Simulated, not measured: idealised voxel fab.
process module | voxel self aligned vias
cross-section cut | 295 nm wide | cells 5 nm
A cross-section is a grid of square cells, given in bands from the top down. A band is one or more rows of cells.
Each band's line starts with the height of the band's top and of its bottom, in nm. Then come its materials from left to right, each with its width in nm. One material with "throughout" fills the band from edge to edge. "air" is empty space.
Height 0 is the level under which the wafer as received is all one material. The lowest band goes on downwards, as in "0 down".
A width such as "30 to 40" changes by the same amount from each row of cells to the next, from the band's top row to its bottom row.
"no change" after a step means that no cell of the cross-section changed.
closed voids: empty space of 8 cells or more with no open way to the top, each as width x height at its distance from the left edge, in nm
after a step's settings: what the simulator itself notes on the step
overlay nm, on a step with a mask: how far to the right of its planned place the mask lay; to the left if negative
plan
1 op RECEIVE | material Si
2 op CONFORMAL_DEP | material SiO2 | thk nm 15
3 op CONFORMAL_DEP | material SiCN | thk nm 5
4 op DIRECTIONAL_DEP | material SiO2 | thk nm 30
5 op PATTERN | tone open | mask id LINES | material resist | width nm 25 | pitch nm 60 | thk nm 20 | overlay nm 0
6 op DIRECTIONAL_ETCH | etch materials SiO2 | depth nm 30
7 op STRIP | etch materials resist
8 op CONFORMAL_DEP | material TiN | thk nm 5
9 op FILL_DEP | material W | thk nm 10
10 op CMP | height nm 50
11 op SELECTIVE_ETCH | etch materials W Ru TiN | depth nm 5
12 op FILL_DEP | material SiN | thk nm 10
13 op CMP | height nm 50
14 op DIRECTIONAL_DEP | material SiO2 | thk nm 15
15 op DIRECTIONAL_DEP | material aC | thk nm 15
16 op PATTERN | tone open | mask id VIAS | material resist | width nm 35 | pitch nm 60 | thk nm 30 | overlay nm 0
17 op DIRECTIONAL_ETCH | etch materials aC | depth nm 15
18 op STRIP | etch materials resist
19 op DIRECTIONAL_ETCH | etch materials SiO2 | depth nm 15
20 op DIRECTIONAL_ETCH | etch materials SiN | depth nm 5
21 op STRIP | etch materials aC
22 op CONFORMAL_DEP | material TiN | thk nm 5
23 op FILL_DEP | material Cu | thk nm 10
24 op CMP | height nm 65
25 op CONFORMAL_DEP | material SiN | thk nm 5
first wafer, as planned
as received, after step 1
  0 down: Si throughout
  closed voids: none
after step 2
  15 to 0: SiO2 throughout
  below 0: unchanged
after step 3
  20 to 15: SiCN throughout
  below 15: unchanged
after step 4
  50 to 20: SiO2 throughout
  below 20: unchanged
after step 5
  70 to 50: resist 75 | air 25 | resist 35 | air 25 | resist 35 | air 25 | resist 75
  below 50: unchanged
after step 6
  70 to 50: resist 75 | air 25 | resist 35 | air 25 | resist 35 | air 25 | resist 75
  50 to 20: SiO2 75 | air 25 | SiO2 35 | air 25 | SiO2 35 | air 25 | SiO2 75
  below 20: unchanged
after step 7
  50 to 20: SiO2 75 | air 25 | SiO2 35 | air 25 | SiO2 35 | air 25 | SiO2 75
  below 20: unchanged
after step 8
  55 to 50: TiN 80 | air 15 | TiN 45 | air 15 | TiN 45 | air 15 | TiN 80
  50 to 25: SiO2 75 | TiN 5 | air 15 | TiN 5 | SiO2 35 | TiN 5 | air 15 | TiN 5 | SiO2 35 | TiN 5 | air 15 | TiN 5 | SiO2 75
  25 to 20: SiO2 75 | TiN 25 | SiO2 35 | TiN 25 | SiO2 35 | TiN 25 | SiO2 75
  below 20: unchanged
after step 9
  65 to 55: W throughout
  55 to 50: TiN 80 | W 15 | TiN 45 | W 15 | TiN 45 | W 15 | TiN 80
  50 to 25: SiO2 75 | TiN 5 | W 15 | TiN 5 | SiO2 35 | TiN 5 | W 15 | TiN 5 | SiO2 35 | TiN 5 | W 15 | TiN 5 | SiO2 75
  below 25: unchanged
after step 10
  50 to 25: SiO2 75 | TiN 5 | W 15 | TiN 5 | SiO2 35 | TiN 5 | W 15 | TiN 5 | SiO2 35 | TiN 5 | W 15 | TiN 5 | SiO2 75
  below 25: unchanged
after step 11
  50 to 45: SiO2 75 | air 25 | SiO2 35 | air 25 | SiO2 35 | air 25 | SiO2 75
  below 45: unchanged
after step 12
  60 to 50: SiN throughout
  50 to 45: SiO2 75 | SiN 25 | SiO2 35 | SiN 25 | SiO2 35 | SiN 25 | SiO2 75
  below 45: unchanged
after step 13
  50 to 45: SiO2 75 | SiN 25 | SiO2 35 | SiN 25 | SiO2 35 | SiN 25 | SiO2 75
  below 45: unchanged
after step 14
  65 to 50: SiO2 throughout
  below 50: unchanged
after step 15
  80 to 65: aC throughout
  below 65: unchanged
after step 16
  110 to 80: resist 70 | air 35 | resist 25 | air 35 | resist 25 | air 35 | resist 70
  below 80: unchanged
after step 17
  95 to 80: resist 70 | air 35 | resist 25 | air 35 | resist 25 | air 35 | resist 70
  80 to 65: aC 70 | air 35 | aC 25 | air 35 | aC 25 | air 35 | aC 70
  below 65: unchanged
after step 18
  80 to 65: aC 70 | air 35 | aC 25 | air 35 | aC 25 | air 35 | aC 70
  below 65: unchanged
after step 19
  80 to 65: aC 70 | air 35 | aC 25 | air 35 | aC 25 | air 35 | aC 70
  65 to 50: SiO2 70 | air 35 | SiO2 25 | air 35 | SiO2 25 | air 35 | SiO2 70
  below 50: unchanged
after step 20
  80 to 65: aC 70 | air 35 | aC 25 | air 35 | aC 25 | air 35 | aC 70
  65 to 50: SiO2 70 | air 35 | SiO2 25 | air 35 | SiO2 25 | air 35 | SiO2 70
  50 to 45: SiO2 75 | air 25 | SiO2 35 | air 25 | SiO2 35 | air 25 | SiO2 75
  below 45: unchanged
after step 21
  65 to 50: SiO2 70 | air 35 | SiO2 25 | air 35 | SiO2 25 | air 35 | SiO2 70
  below 50: unchanged
after step 22
  70 to 65: TiN 75 | air 25 | TiN 35 | air 25 | TiN 35 | air 25 | TiN 75
  65 to 55: SiO2 70 | TiN 5 | air 25 | TiN 5 | SiO2 25 | TiN 5 | air 25 | TiN 5 | SiO2 25 | TiN 5 | air 25 | TiN 5 | SiO2 70
  55 to 50: SiO2 70 | TiN 10 | air 15 | TiN 10 | SiO2 25 | TiN 10 | air 15 | TiN 10 | SiO2 25 | TiN 10 | air 15 | TiN 10 | SiO2 70
  50 to 45: SiO2 75 | TiN 25 | SiO2 35 | TiN 25 | SiO2 35 | TiN 25 | SiO2 75
  below 45: unchanged
after step 23
  80 to 70: Cu throughout
  70 to 65: TiN 75 | Cu 25 | TiN 35 | Cu 25 | TiN 35 | Cu 25 | TiN 75
  65 to 55: SiO2 70 | TiN 5 | Cu 25 | TiN 5 | SiO2 25 | TiN 5 | Cu 25 | TiN 5 | SiO2 25 | TiN 5 | Cu 25 | TiN 5 | SiO2 70
  55 to 50: SiO2 70 | TiN 10 | Cu 15 | TiN 10 | SiO2 25 | TiN 10 | Cu 15 | TiN 10 | SiO2 25 | TiN 10 | Cu 15 | TiN 10 | SiO2 70
  below 50: unchanged
after step 24
  65 to 55: SiO2 70 | TiN 5 | Cu 25 | TiN 5 | SiO2 25 | TiN 5 | Cu 25 | TiN 5 | SiO2 25 | TiN 5 | Cu 25 | TiN 5 | SiO2 70
  below 55: unchanged
after step 25
  70 to 65: SiN throughout
  below 65: unchanged
second wafer: like start, like plan, one mistake. Through step 15 it matches the first wafer
when step 16 should have ended
  110 to 80: air 70 | resist 35 | air 25 | resist 35 | air 25 | resist 35 | air 70
  below 80: unchanged
when step 17 should have ended
  95 to 80: air 70 | resist 35 | air 25 | resist 35 | air 25 | resist 35 | air 70
  80 to 65: air 70 | aC 35 | air 25 | aC 35 | air 25 | aC 35 | air 70
  below 65: unchanged
when step 18 should have ended
  80 to 65: air 70 | aC 35 | air 25 | aC 35 | air 25 | aC 35 | air 70
  below 65: unchanged
when step 19 should have ended
  80 to 65: air 70 | aC 35 | air 25 | aC 35 | air 25 | aC 35 | air 70
  65 to 50: air 70 | SiO2 35 | air 25 | SiO2 35 | air 25 | SiO2 35 | air 70
  below 50: unchanged
when step 20 should have ended: no change
when step 21 should have ended
  65 to 50: air 70 | SiO2 35 | air 25 | SiO2 35 | air 25 | SiO2 35 | air 70
  below 50: unchanged
when step 22 should have ended
  70 to 65: air 65 | TiN 45 | air 15 | TiN 45 | air 15 | TiN 45 | air 65
  65 to 55: air 65 | TiN 5 | SiO2 35 | TiN 5 | air 15 | TiN 5 | SiO2 35 | TiN 5 | air 15 | TiN 5 | SiO2 35 | TiN 5 | air 65
  55 to 50: TiN 70 | SiO2 35 | TiN 25 | SiO2 35 | TiN 25 | SiO2 35 | TiN 70
  below 50: unchanged
when step 23 should have ended
  80 to 70: Cu throughout
  70 to 65: Cu 65 | TiN 45 | Cu 15 | TiN 45 | Cu 15 | TiN 45 | Cu 65
  65 to 55: Cu 65 | TiN 5 | SiO2 35 | TiN 5 | Cu 15 | TiN 5 | SiO2 35 | TiN 5 | Cu 15 | TiN 5 | SiO2 35 | TiN 5 | Cu 65
  below 55: unchanged
when step 24 should have ended
  65 to 55: Cu 65 | TiN 5 | SiO2 35 | TiN 5 | Cu 15 | TiN 5 | SiO2 35 | TiN 5 | Cu 15 | TiN 5 | SiO2 35 | TiN 5 | Cu 65
  below 55: unchanged
when step 25 should have ended
  70 to 65: SiN throughout
  below 65: unchanged
what went wrong: step 16 ran as: op PATTERN | tone cover | mask id VIAS | material resist | width nm 35 | pitch nm 60 | thk nm 30 | overlay nm 0
at the end the second wafer has, in cells: 25 more of Cu | 15 more of SiN | 51 fewer of SiO2 | 11 more of TiN
